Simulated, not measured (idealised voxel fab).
A process module follows: voxel gate over fins.
Cross-section cut: width 210 nm, square cells of 5 nm.
Cross-section spec: square-cell grid; bands listed top down; each band is one or more rows.
First you get the band's top height and its bottom height, in nm, and then the materials it's made of, left to right, with each width in nm. If you see a single material with "edge to edge", that one covers the band edge to edge. "blank" is empty space.
Beneath 0, the wafer as received is one material, and that level is where height counting begins. The lowest band goes on downward without a bottom; it is written like "z 0 and below".
A width given as "30 to 40" starts at the first number in the band's top row and ends at the second number in its bottom row, shifting by an equal amount at every step from row to row.
When a step is marked "no change", none of the cells in the cross-section changed during that step.
"Fully sealed cavities" contains a list of empty spaces, each no smaller than 8 cells and without an open way to the top, written in the form width x height at distance with the distance from the left edge and all three in nm.
Read whatever lies past the settings on a step's line as the simulator's own remark about the step.
For masked steps, "overlay nm" on the step line gives how far right of plan the mask actually lay; a minus sign means it lay to the left.
PLAN
1. RECEIVE | material Si
2. CONFORMAL_DEP | material SiN | thk nm 5
3. DIRECTIONAL_DEP | material aC | thk nm 10
4. PATTERN | tone cover | mask id FINS | material resist | width nm 15 | pitch nm 40 | thk nm 30 | overlay nm 0
5. DIRECTIONAL_ETCH | etch materials aC | depth nm 10
6. STRIP | etch materials resist
7. DIRECTIONAL_ETCH | etch materials SiN | depth nm 5
8. DIRECTIONAL_ETCH | etch materials Si | depth nm 40
9. STRIP | etch materials aC
10. OXIDIZE | depth nm 5
11. FILL_DEP | material SiO2 | thk nm 10
12. CMP | height nm 5
13. SELECTIVE_ETCH | etch materials SiO2 | depth nm 20
14. STRIP | etch materials SiN
15. CONFORMAL_DEP | material HfO2 | thk nm 5
16. CONFORMAL_DEP | material TiN | thk nm 5
17. CONFORMAL_DEP | material TiAl | thk nm 5
18. CONFORMAL_DEP | material TiN | thk nm 5
19. FILL_DEP | material W | thk nm 10
20. CMP | height nm 25
21. CONFORMAL_DEP | material SiN | thk nm 10
FIRST WAFER, AS PLANNED
STEP 1 COMPLETE: CROSS-SECTION OF THE WAFER AS RECEIVED
> z 0 and below | Si edge to edge
> Fully sealed cavities: none
PRESENTED HERE IS A CROSS-SECTION OF THE WAFER AFTER STEP 2 HAS BEEN PERFORMED
> z 5 to 0 | SiN edge to edge
> Nothing below the height 0 has changed.
PRESENTED HERE IS A CROSS-SECTION OF THE WAFER AFTER STEP 3 HAS BEEN PERFORMED
> z 15 to 5 | aC edge to edge
> Nothing below the height 5 has changed.
PRESENTED HERE IS A CROSS-SECTION OF THE WAFER AFTER STEP 4 HAS BEEN PERFORMED
> z 45 to 15 | blank 75  resist 15  blank 25  resist 15  blank 80
> Nothing below the height 15 has changed.
PRESENTED HERE IS A CROSS-SECTION OF THE WAFER AFTER STEP 5 HAS BEEN PERFORMED
> z 35 to 15 | blank 75  resist 15  blank 25  resist 15  blank 80
> z 15 to 5 | blank 75  aC 15  blank 25  aC 15  blank 80
> Nothing below the height 5 has changed.
PRESENTED HERE IS A CROSS-SECTION OF THE WAFER AFTER STEP 6 HAS BEEN PERFORMED
> z 15 to 5 | blank 75  aC 15  blank 25  aC 15  blank 80
> Nothing below the height 5 has changed.
PRESENTED HERE IS A CROSS-SECTION OF THE WAFER AFTER STEP 7 HAS BEEN PERFORMED
> z 15 to 5 | blank 75  aC 15  blank 25  aC 15  blank 80
> z 5 to 0 | blank 75  SiN 15  blank 25  SiN 15  blank 80
> Nothing below the height 0 has changed.
PRESENTED HERE IS A CROSS-SECTION OF THE WAFER AFTER STEP 8 HAS BEEN PERFORMED
> z 15 to 5 | blank 75  aC 15  blank 25  aC 15  blank 80
> z 5 to 0 | blank 75  SiN 15  blank 25  SiN 15  blank 80
> z 0 to -40 | blank 75  Si 15  blank 25  Si 15  blank 80
> Nothing below the height -40 has changed.
PRESENTED HERE IS A CROSS-SECTION OF THE WAFER AFTER STEP 9 HAS BEEN PERFORMED
> z 5 to 0 | blank 75  SiN 15  blank 25  SiN 15  blank 80
> Nothing below the height 0 has changed.
PRESENTED HERE IS A CROSS-SECTION OF THE WAFER AFTER STEP 10 HAS BEEN PERFORMED
> z 5 to 0 | blank 75  SiN 15  blank 25  SiN 15  blank 80
> z 0 to -40 | blank 75  SiO2 5  Si 5  SiO2 5  blank 25  SiO2 5  Si 5  SiO2 5  blank 80
> z -40 to -45 | SiO2 80  Si 5  SiO2 35  Si 5  SiO2 85
> Nothing below the height -45 has changed.
PRESENTED HERE IS A CROSS-SECTION OF THE WAFER AFTER STEP 11 HAS BEEN PERFORMED
> z 15 to 5 | SiO2 edge to edge
> z 5 to 0 | SiO2 75  SiN 15  SiO2 25  SiN 15  SiO2 80
> z 0 to -45 | SiO2 80  Si 5  SiO2 35  Si 5  SiO2 85
> Nothing below the height -45 has changed.
PRESENTED HERE IS A CROSS-SECTION OF THE WAFER AFTER STEP 12 HAS BEEN PERFORMED
> z 5 to 0 | SiO2 75  SiN 15  SiO2 25  SiN 15  SiO2 80
> Nothing below the height 0 has changed.
PRESENTED HERE IS A CROSS-SECTION OF THE WAFER AFTER STEP 13 HAS BEEN PERFORMED
> z 5 to 0 | blank 75  SiN 15  blank 25  SiN 15  blank 80
> z 0 to -15 | blank 80  Si 5  blank 35  Si 5  blank 85
> Nothing below the height -15 has changed.
PRESENTED HERE IS A CROSS-SECTION OF THE WAFER AFTER STEP 14 HAS BEEN PERFORMED
> z 0 to -15 | blank 80  Si 5  blank 35  Si 5  blank 85
> Nothing below the height -15 has changed.
PRESENTED HERE IS A CROSS-SECTION OF THE WAFER AFTER STEP 15 HAS BEEN PERFORMED
> z 5 to 0 | blank 75  HfO2 15  blank 25  HfO2 15  blank 80
> z 0 to -10 | blank 75  HfO2 5  Si 5  HfO2 5  blank 25  HfO2 5  Si 5  HfO2 5  blank 80
> z -10 to -15 | HfO2 80  Si 5  HfO2 35  Si 5  HfO2 85
> Nothing below the height -15 has changed.
PRESENTED HERE IS A CROSS-SECTION OF THE WAFER AFTER STEP 16 HAS BEEN PERFORMED
> z 10 to 5 | blank 70  TiN 25  blank 15  TiN 25  blank 75
> z 5 to 0 | blank 70  TiN 5  HfO2 15  TiN 5  blank 15  TiN 5  HfO2 15  TiN 5  blank 75
> z 0 to -5 | blank 70  TiN 5  HfO2 5  Si 5  HfO2 5  TiN 5  blank 15  TiN 5  HfO2 5  Si 5  HfO2 5  TiN 5  blank 75
> z -5 to -10 | TiN 75  HfO2 5  Si 5  HfO2 5  TiN 25  HfO2 5  Si 5  HfO2 5  TiN 80
> Nothing below the height -10 has changed.
PRESENTED HERE IS A CROSS-SECTION OF THE WAFER AFTER STEP 17 HAS BEEN PERFORMED
> z 15 to 10 | blank 65  TiAl 35  blank 5  TiAl 35  blank 70
> z 10 to 5 | blank 65  TiAl 5  TiN 25  TiAl 5  blank 5  TiAl 5  TiN 25  TiAl 5  blank 70
> z 5 to 0 | blank 65  TiAl 5  TiN 5  HfO2 15  TiN 5  TiAl 5  blank 5  TiAl 5  TiN 5  HfO2 15  TiN 5  TiAl 5  blank 70
> z 0 to -5 | TiAl 70  TiN 5  HfO2 5  Si 5  HfO2 5  TiN 5  TiAl 15  TiN 5  HfO2 5  Si 5  HfO2 5  TiN 5  TiAl 75
> Nothing below the height -5 has changed.
PRESENTED HERE IS A CROSS-SECTION OF THE WAFER AFTER STEP 18 HAS BEEN PERFORMED
> z 20 to 15 | blank 60  TiN 85  blank 65
> z 15 to 10 | blank 60  TiN 5  TiAl 35  TiN 5  TiAl 35  TiN 5  blank 65
> z 10 to 5 | blank 60  TiN 5  TiAl 5  TiN 25  TiAl 5  TiN 5  TiAl 5  TiN 25  TiAl 5  TiN 5  blank 65
> z 5 to 0 | TiN 65  TiAl 5  TiN 5  HfO2 15  TiN 5  TiAl 5  TiN 5  TiAl 5  TiN 5  HfO2 15  TiN 5  TiAl 5  TiN 70
> Nothing below the height 0 has changed.
PRESENTED HERE IS A CROSS-SECTION OF THE WAFER AFTER STEP 19 HAS BEEN PERFORMED
> z 30 to 20 | W edge to edge
> z 20 to 15 | W 60  TiN 85  W 65
> z 15 to 10 | W 60  TiN 5  TiAl 35  TiN 5  TiAl 35  TiN 5  W 65
> z 10 to 5 | W 60  TiN 5  TiAl 5  TiN 25  TiAl 5  TiN 5  TiAl 5  TiN 25  TiAl 5  TiN 5  W 65
> Nothing below the height 5 has changed.
PRESENTED HERE IS A CROSS-SECTION OF THE WAFER AFTER STEP 20 HAS BEEN PERFORMED
> z 25 to 20 | W edge to edge
> Nothing below the height 20 has changed.
PRESENTED HERE IS A CROSS-SECTION OF THE WAFER AFTER STEP 21 HAS BEEN PERFORMED
> z 35 to 25 | SiN edge to edge
> Nothing below the height 25 has changed.
THE SECOND WAFER: COMMON ORIGIN AND PLAN, ONE MISTAKE IN EXECUTION, IDENTICAL TO THE FIRST THROUGH STEP 3
AT THE PLANNED END OF STEP 4, THE SECOND WAFER IN CROSS-SECTION
> z 45 to 15 | resist 75  blank 15  resist 25  blank 15  resist 80
> Nothing below the height 15 has changed.
AT THE PLANNED END OF STEP 5, THE SECOND WAFER IN CROSS-SECTION
> z 35 to 15 | resist 75  blank 15  resist 25  blank 15  resist 80
> z 15 to 5 | aC 75  blank 15  aC 25  blank 15  aC 80
> Nothing below the height 5 has changed.
AT THE PLANNED END OF STEP 6, THE SECOND WAFER IN CROSS-SECTION
> z 15 to 5 | aC 75  blank 15  aC 25  blank 15  aC 80
> Nothing below the height 5 has changed.
AT THE PLANNED END OF STEP 7, THE SECOND WAFER IN CROSS-SECTION
> z 15 to 5 | aC 75  blank 15  aC 25  blank 15  aC 80
> z 5 to 0 | SiN 75  blank 15  SiN 25  blank 15  SiN 80
> Nothing below the height 0 has changed.
AT THE PLANNED END OF STEP 8, THE SECOND WAFER IN CROSS-SECTION
> z 15 to 5 | aC 75  blank 15  aC 25  blank 15  aC 80
> z 5 to 0 | SiN 75  blank 15  SiN 25  blank 15  SiN 80
> z 0 to -40 | Si 75  blank 15  Si 25  blank 15  Si 80
> Nothing below the height -40 has changed.
AT THE PLANNED END OF STEP 9, THE SECOND WAFER IN CROSS-SECTION
> z 5 to 0 | SiN 75  blank 15  SiN 25  blank 15  SiN 80
> Nothing below the height 0 has changed.
AT THE PLANNED END OF STEP 10, THE SECOND WAFER IN CROSS-SECTION
> z 5 to 0 | SiN 75  blank 15  SiN 25  blank 15  SiN 80
> z 0 to -40 | Si 70  SiO2 5  blank 15  SiO2 5  Si 15  SiO2 5  blank 15  SiO2 5  Si 75
> z -40 to -45 | Si 70  SiO2 25  Si 15  SiO2 25  Si 75
> Nothing below the height -45 has changed.
AT THE PLANNED END OF STEP 11, THE SECOND WAFER IN CROSS-SECTION
> z 15 to 5 | SiO2 edge to edge
> z 5 to 0 | SiN 75  SiO2 15  SiN 25  SiO2 15  SiN 80
> z 0 to -45 | Si 70  SiO2 25  Si 15  SiO2 25  Si 75
> Nothing below the height -45 has changed.
AT THE PLANNED END OF STEP 12, THE SECOND WAFER IN CROSS-SECTION
> z 5 to 0 | SiN 75  SiO2 15  SiN 25  SiO2 15  SiN 80
> Nothing below the height 0 has changed.
AT THE PLANNED END OF STEP 13, THE SECOND WAFER IN CROSS-SECTION
> z 5 to 0 | SiN 75  blank 15  SiN 25  blank 15  SiN 80
> z 0 to -15 | Si 70  blank 25  Si 15  blank 25  Si 75
> Nothing below the height -15 has changed.
AT THE PLANNED END OF STEP 14, THE SECOND WAFER IN CROSS-SECTION
> z 0 to -15 | Si 70  blank 25  Si 15  blank 25  Si 75
> Nothing below the height -15 has changed.
AT THE PLANNED END OF STEP 15, THE SECOND WAFER IN CROSS-SECTION
> z 5 to 0 | HfO2 75  blank 15  HfO2 25  blank 15  HfO2 80
> z 0 to -10 | Si 70  HfO2 5  blank 15  HfO2 5  Si 15  HfO2 5  blank 15  HfO2 5  Si 75
> z -10 to -15 | Si 70  HfO2 25  Si 15  HfO2 25  Si 75
> Nothing below the height -15 has changed.
AT THE PLANNED END OF STEP 16, THE SECOND WAFER IN CROSS-SECTION
> z 10 to 5 | TiN 80  blank 5  TiN 35  blank 5  TiN 85
> z 5 to 0 | HfO2 75  TiN 5  blank 5  TiN 5  HfO2 25  TiN 5  blank 5  TiN 5  HfO2 80
> z 0 to -5 | Si 70  HfO2 5  TiN 5  blank 5  TiN 5  HfO2 5  Si 15  HfO2 5  TiN 5  blank 5  TiN 5  HfO2 5  Si 75
> z -5 to -10 | Si 70  HfO2 5  TiN 15  HfO2 5  Si 15  HfO2 5  TiN 15  HfO2 5  Si 75
> Nothing below the height -10 has changed.
AT THE PLANNED END OF STEP 17, THE SECOND WAFER IN CROSS-SECTION
> z 15 to 10 | TiAl edge to edge
> z 10 to 5 | TiN 80  TiAl 5  TiN 35  TiAl 5  TiN 85
> z 5 to 0 | HfO2 75  TiN 5  TiAl 5  TiN 5  HfO2 25  TiN 5  TiAl 5  TiN 5  HfO2 80
> z 0 to -5 | Si 70  HfO2 5  TiN 5  TiAl 5  TiN 5  HfO2 5  Si 15  HfO2 5  TiN 5  TiAl 5  TiN 5  HfO2 5  Si 75
> Nothing below the height -5 has changed.
AT THE PLANNED END OF STEP 18, THE SECOND WAFER IN CROSS-SECTION
> z 20 to 15 | TiN edge to edge
> Nothing below the height 15 has changed.
AT THE PLANNED END OF STEP 19, THE SECOND WAFER IN CROSS-SECTION
> z 30 to 20 | W edge to edge
> Nothing below the height 20 has changed.
AT THE PLANNED END OF STEP 20, THE SECOND WAFER IN CROSS-SECTION
> z 25 to 20 | W edge to edge
> Nothing below the height 20 has changed.
AT THE PLANNED END OF STEP 21, THE SECOND WAFER IN CROSS-SECTION
> z 35 to 25 | SiN edge to edge
> Nothing below the height 25 has changed.
Plan not followed: it should be noted that step 4 was executed with settings other than those planned, the operation and settings actually applied being PATTERN | tone open | mask id FINS | material resist | width nm 15 | pitch nm 40 | thk nm 30 | overlay nm 0
Cell-count delta at end, second wafer over first, by material: 270 more of Si, 180 fewer of SiO2, 6 fewer of TiAl, 9 fewer of TiN, 75 fewer of W
